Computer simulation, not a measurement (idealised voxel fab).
Title: Process Module voxel plated lines
For reference, the cross-section in this document is cut, with width 200 nm and square cells of 5 nm.
For the purposes of this document, a cross-section shall be understood as a grid of square cells, specified as bands listed in top-to-bottom order, each band consisting of one or more rows of cells. The entry gives the band's vertical extent as a top height and a bottom height in nm, then its horizontal make-up as materials from left to right, each with a width in nm. "blank" stands for empty space; a single material marked "full width" fills the band edge to edge. Height is counted from the level 0, under which the received wafer is composed throughout of one material. The lowest of the bands is not closed at the bottom but continues downward, in the notation "0 down". Per-row width for "30 to 40": begins at first number (top row of band), ends at second number (bottom row), increment between rows held constant. Step marked "stayed the same"? Then no cell in the cross-section changed in it. The entry "Closed void listing" lists the empty spaces that cover at least 8 cells and have no open path to the top. Each is written as width x height at distance, where the distance is measured from the left edge and all three values are in nm. On a step's line, text after the settings is the simulator commenting on that step. overlay nm: mask right of planned place by this much (step with mask). Neg. = left.
[This section lists the process steps that were planned]
- 1: op RECEIVE | material Si
- 2: op CONFORMAL_DEP | material Al2O3 | thk nm 10
- 3: op DIRECTIONAL_DEP | material TiN | thk nm 5
- 4: op PATTERN | tone open | mask id LINES | material resist | width nm 25 | pitch nm 55 | thk nm 35 | overlay nm 0
- 5: op EPI | material Ru | thk nm 10
- 6: op EPI | material Ru | thk nm 5
- 7: op EPI | material Ru | thk nm 5
- 8: op STRIP | etch materials resist
- 9: op DIRECTIONAL_ETCH | etch materials TiN | depth nm 5
- 10: op CONFORMAL_DEP | material SiN | thk nm 5
Among the wafers covered here, the point of difference is the thk nm at step 10; their starting state is shared, and the plan presents the value of the first wafer.
[Cross-section, first of several wafers, as delivered after step 1]
	0 down = Si full width
	Closed void listing: none
[Post step 10, the closing step of the module: first of several wafers, cross-sectioned]
	40 to 35 = blank 55 nm | SiN 35 nm | blank 20 nm | SiN 35 nm | blank 55 nm
	35 to 15 = blank 55 nm | SiN 5 nm | Ru 25 nm | SiN 5 nm | blank 20 nm | SiN 5 nm | Ru 25 nm | SiN 5 nm | blank 55 nm
	15 to 10 = SiN 60 nm | TiN 25 nm | SiN 30 nm | TiN 25 nm | SiN 60 nm
	10 to 0 = Al2O3 full width
	0 down = Si full width
	Closed void listing: none
[X-section, last wafer, module end]
	60 to 35 = blank 35 nm | SiN 130 nm | blank 35 nm
	35 to 15 = SiN 60 nm | Ru 25 nm | SiN 30 nm | Ru 25 nm | SiN 60 nm
	15 to 10 = SiN 60 nm | TiN 25 nm | SiN 30 nm | TiN 25 nm | SiN 60 nm
	10 to 0 = Al2O3 full width
	0 down = Si full width
	Closed void listing: none
[Below: a row per wafer. Contents at end of module: for every material, cells gained since receipt (+) or lost since receipt (-); then closed voids]
thk nm 5, +80 Al2O3, +40 Ru, +60 SiN, +10 TiN, Closed void listing: none
thk nm 10, +80 Al2O3, +40 Ru, +120 SiN, +10 TiN, Closed void listing: none
thk nm 15, +80 Al2O3, +40 Ru, +180 SiN, +10 TiN, Closed void listing: none
thk nm 20, +80 Al2O3, +40 Ru, +230 SiN, +10 TiN, Closed void listing: none
thk nm 25, +80 Al2O3, +40 Ru, +280 SiN, +10 TiN, Closed void listing: none
